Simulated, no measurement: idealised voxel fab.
The following process module bears the name voxel ribs on slabs.
Square cell edge 5 nm, section width 270 nm, ID cut.
This document writes a cross-section as a grid whose cells are square, and gives it as bands, listed from the top down; one or more rows of cells form a band.
Heads up on the band format: heights come first, top then bottom, in nm. After that it's the materials left to right, each with its width in nm. A single material flagged "throughout" fills the whole band edge to edge, and "blank" means there's empty space there.
Heights are measured from 0, the level below which the as-received wafer is all one material; the lowest band has no bottom and continues downward, written as in "top 0, no bottom".
When a width is written as two numbers, as in "30->40", the first number is the width in the top row of cells of the band and the second is the width in its bottom row, and the width changes by the same amount from each row to the next.
What does "nothing was modified" mean for a step? It means no cell of the cross-section changed in that step.
In the "Fully enclosed voids" entry, you get each enclosed empty space of 8 cells or more, one with no open way to the top, written width x height at distance, distance from the left edge, in nm.
Read whatever lies past the settings on a step's line as the simulator's own remark about the step.
You can add "overlay nm" to a step's line. For a step with a mask, it describes how far the mask lay to the right of its planned position, and a negative number describes a lay to the left.
The process steps that were planned are listed below:
1. op RECEIVE | material Si
2. op DIRECTIONAL_DEP | material SiO2 | thk nm 20
3. op DIRECTIONAL_DEP | material polySi | thk nm 15
4. op MASKED_ETCH | tone cover | mask id RIB | width nm 30 | etch materials polySi | depth nm 5 | overlay nm 0
5. op PATTERN | tone cover | mask id SLAB | material resist | width nm 60 | thk nm 15 | overlay nm 0
6. op DIRECTIONAL_ETCH | etch materials polySi | depth nm 10
7. op STRIP | etch materials resist
8. op FILL_DEP | material SiO2 | thk nm 20
9. op CMP | height nm 50
10. op DIRECTIONAL_DEP | material W | thk nm 5
11. op DIRECTIONAL_DEP | material aC | thk nm 10
12. op PATTERN | tone cover | mask id HEATER | material resist | width nm 40 | thk nm 25 | overlay nm 0
13. op DIRECTIONAL_ETCH | etch materials aC | depth nm 10
14. op STRIP | etch materials resist
15. op DIRECTIONAL_ETCH | etch materials W | depth nm 5
16. op STRIP | etch materials aC
17. op CONFORMAL_DEP | material SiO2 | thk nm 5
Cross-section of the wafer at receipt, which is the condition after step 1:
- top 0, no bottom = Si throughout
- Fully enclosed voids: none
First of two wafers at the end of the module, shown in cross-section; run carried out as planned:
- top 60, bottom 55 = blank 110 nm, SiO2 50 nm, blank 110 nm
- top 55, bottom 50 = SiO2 115 nm, W 40 nm, SiO2 115 nm
- top 50, bottom 35 = SiO2 throughout
- top 35, bottom 30 = SiO2 120 nm, polySi 30 nm, SiO2 120 nm
- top 30, bottom 20 = SiO2 105 nm, polySi 60 nm, SiO2 105 nm
- top 20, bottom 0 = SiO2 throughout
- top 0, no bottom = Si throughout
- Fully enclosed voids: none
Wafer two (of two), end-of-module cross-section: start = wafer one, plan = wafer one, one run mistake:
- top 60, bottom 55 = blank 110 nm, SiO2 50 nm, blank 110 nm
- top 55, bottom 50 = SiO2 115 nm, W 40 nm, SiO2 115 nm
- top 50, bottom 35 = W throughout
- top 35, bottom 30 = W 120 nm, polySi 30 nm, W 120 nm
- top 30, bottom 20 = W 105 nm, polySi 60 nm, W 105 nm
- top 20, bottom 0 = SiO2 throughout
- top 0, no bottom = Si throughout
- Fully enclosed voids: none
So what did we get wrong on this run? so step 8 ended up running with a different setting than we planned, it ran as op FILL_DEP | material W | thk nm 20
Bottom line after processing is that, in cells, the second wafer is up or down on some materials versus the first: 294 fewer of SiO2, 294 more of W
